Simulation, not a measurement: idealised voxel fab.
process module | voxel double patterning
cross-section cut | 240 nm wide | cells 5 nm
A cross-section is a grid of square cells, given in bands from the top down. A band is one or more rows of cells.
Each band's line starts with the height of the band's top and of its bottom, in nm. Then come its materials from left to right, each with its width in nm. One material with "throughout" fills the band from edge to edge. "air" is empty space.
Height 0 is the level under which the wafer as received is all one material. The lowest band goes on downwards, as in "0 down".
A width such as "30 to 40" changes by the same amount from each row of cells to the next, from the band's top row to its bottom row.
"no change" after a step means that no cell of the cross-section changed.
closed voids: empty space of 8 cells or more with no open way to the top, each as width x height at its distance from the left edge, in nm
after a step's settings: what the simulator itself notes on the step
overlay nm, on a step with a mask: how far to the right of its planned place the mask lay; to the left if negative
plan
1 op RECEIVE | material Si
2 op CONFORMAL_DEP | material SiO2 | thk nm 10
3 op DIRECTIONAL_DEP | material W | thk nm 15
4 op DIRECTIONAL_DEP | material SiCN | thk nm 5
5 op PATTERN | tone open | mask id FIRST | material resist | width nm 15 | pitch nm 50 | thk nm 15 | overlay nm 0
6 op DIRECTIONAL_ETCH | etch materials SiCN | depth nm 5
7 op STRIP | etch materials resist
8 op DIRECTIONAL_DEP | material aC | thk nm 10
9 op PATTERN | tone open | mask id SECOND | material resist | width nm 15 | thk nm 30 | overlay nm 0
10 op DIRECTIONAL_ETCH | etch materials aC | depth nm 10
11 op STRIP | etch materials resist
12 op DIRECTIONAL_ETCH | etch materials SiCN | depth nm 5
13 op STRIP | etch materials aC
14 op DIRECTIONAL_ETCH | etch materials W | depth nm 15
15 op STRIP | etch materials SiCN
first wafer, as planned
as received, after step 1
  0 down: Si throughout
  closed voids: none
after step 2
  10 to 0: SiO2 throughout
  below 0: unchanged
after step 3
  25 to 10: W throughout
  below 10: unchanged
after step 4
  30 to 25: SiCN throughout
  below 25: unchanged
after step 5
  45 to 30: resist 85 | air 15 | resist 35 | air 15 | resist 90
  below 30: unchanged
after step 6
  45 to 30: resist 85 | air 15 | resist 35 | air 15 | resist 90
  30 to 25: SiCN 85 | air 15 | SiCN 35 | air 15 | SiCN 90
  below 25: unchanged
after step 7
  30 to 25: SiCN 85 | air 15 | SiCN 35 | air 15 | SiCN 90
  below 25: unchanged
after step 8
  40 to 35: aC 85 | air 15 | aC 35 | air 15 | aC 90
  35 to 30: aC throughout
  30 to 25: SiCN 85 | aC 15 | SiCN 35 | aC 15 | SiCN 90
  below 25: unchanged
after step 9
  70 to 40: resist 110 | air 15 | resist 115
  40 to 35: aC 85 | resist 15 | aC 35 | resist 15 | aC 90
  below 35: unchanged
after step 10
  60 to 40: resist 110 | air 15 | resist 115
  40 to 35: aC 85 | resist 15 | aC 10 | air 15 | aC 10 | resist 15 | aC 90
  35 to 30: aC 110 | air 15 | aC 115
  below 30: unchanged
after step 11
  40 to 35: aC 85 | air 15 | aC 10 | air 15 | aC 10 | air 15 | aC 90
  below 35: unchanged
after step 12
  40 to 35: aC 85 | air 15 | aC 10 | air 15 | aC 10 | air 15 | aC 90
  35 to 30: aC 110 | air 15 | aC 115
  30 to 25: SiCN 85 | aC 15 | SiCN 10 | air 15 | SiCN 10 | aC 15 | SiCN 90
  below 25: unchanged
after step 13
  30 to 25: SiCN 85 | air 15 | SiCN 10 | air 15 | SiCN 10 | air 15 | SiCN 90
  below 25: unchanged
after step 14
  30 to 25: SiCN 85 | air 15 | SiCN 10 | air 15 | SiCN 10 | air 15 | SiCN 90
  25 to 10: W 85 | air 15 | W 10 | air 15 | W 10 | air 15 | W 90
  below 10: unchanged
after step 15
  25 to 10: W 85 | air 15 | W 10 | air 15 | W 10 | air 15 | W 90
  below 10: unchanged
second wafer: like start, like plan, one mistake. Through step 2 it matches the first wafer
when step 3 should have ended
  40 to 10: W throughout
  below 10: unchanged
when step 4 should have ended
  45 to 40: SiCN throughout
  below 40: unchanged
when step 5 should have ended
  60 to 45: resist 85 | air 15 | resist 35 | air 15 | resist 90
  below 45: unchanged
when step 6 should have ended
  60 to 45: resist 85 | air 15 | resist 35 | air 15 | resist 90
  45 to 40: SiCN 85 | air 15 | SiCN 35 | air 15 | SiCN 90
  below 40: unchanged
when step 7 should have ended
  45 to 40: SiCN 85 | air 15 | SiCN 35 | air 15 | SiCN 90
  below 40: unchanged
when step 8 should have ended
  55 to 50: aC 85 | air 15 | aC 35 | air 15 | aC 90
  50 to 45: aC throughout
  45 to 40: SiCN 85 | aC 15 | SiCN 35 | aC 15 | SiCN 90
  below 40: unchanged
when step 9 should have ended
  85 to 55: resist 110 | air 15 | resist 115
  55 to 50: aC 85 | resist 15 | aC 35 | resist 15 | aC 90
  below 50: unchanged
when step 10 should have ended
  75 to 55: resist 110 | air 15 | resist 115
  55 to 50: aC 85 | resist 15 | aC 10 | air 15 | aC 10 | resist 15 | aC 90
  50 to 45: aC 110 | air 15 | aC 115
  below 45: unchanged
when step 11 should have ended
  55 to 50: aC 85 | air 15 | aC 10 | air 15 | aC 10 | air 15 | aC 90
  below 50: unchanged
when step 12 should have ended
  55 to 50: aC 85 | air 15 | aC 10 | air 15 | aC 10 | air 15 | aC 90
  50 to 45: aC 110 | air 15 | aC 115
  45 to 40: SiCN 85 | aC 15 | SiCN 10 | air 15 | SiCN 10 | aC 15 | SiCN 90
  below 40: unchanged
when step 13 should have ended
  45 to 40: SiCN 85 | air 15 | SiCN 10 | air 15 | SiCN 10 | air 15 | SiCN 90
  below 40: unchanged
when step 14 should have ended
  45 to 40: SiCN 85 | air 15 | SiCN 10 | air 15 | SiCN 10 | air 15 | SiCN 90
  40 to 25: W 85 | air 15 | W 10 | air 15 | W 10 | air 15 | W 90
  below 25: unchanged
when step 15 should have ended
  40 to 25: W 85 | air 15 | W 10 | air 15 | W 10 | air 15 | W 90
  below 25: unchanged
what went wrong: step 3 was run twice
at the end the second wafer has, in cells: 144 more of W
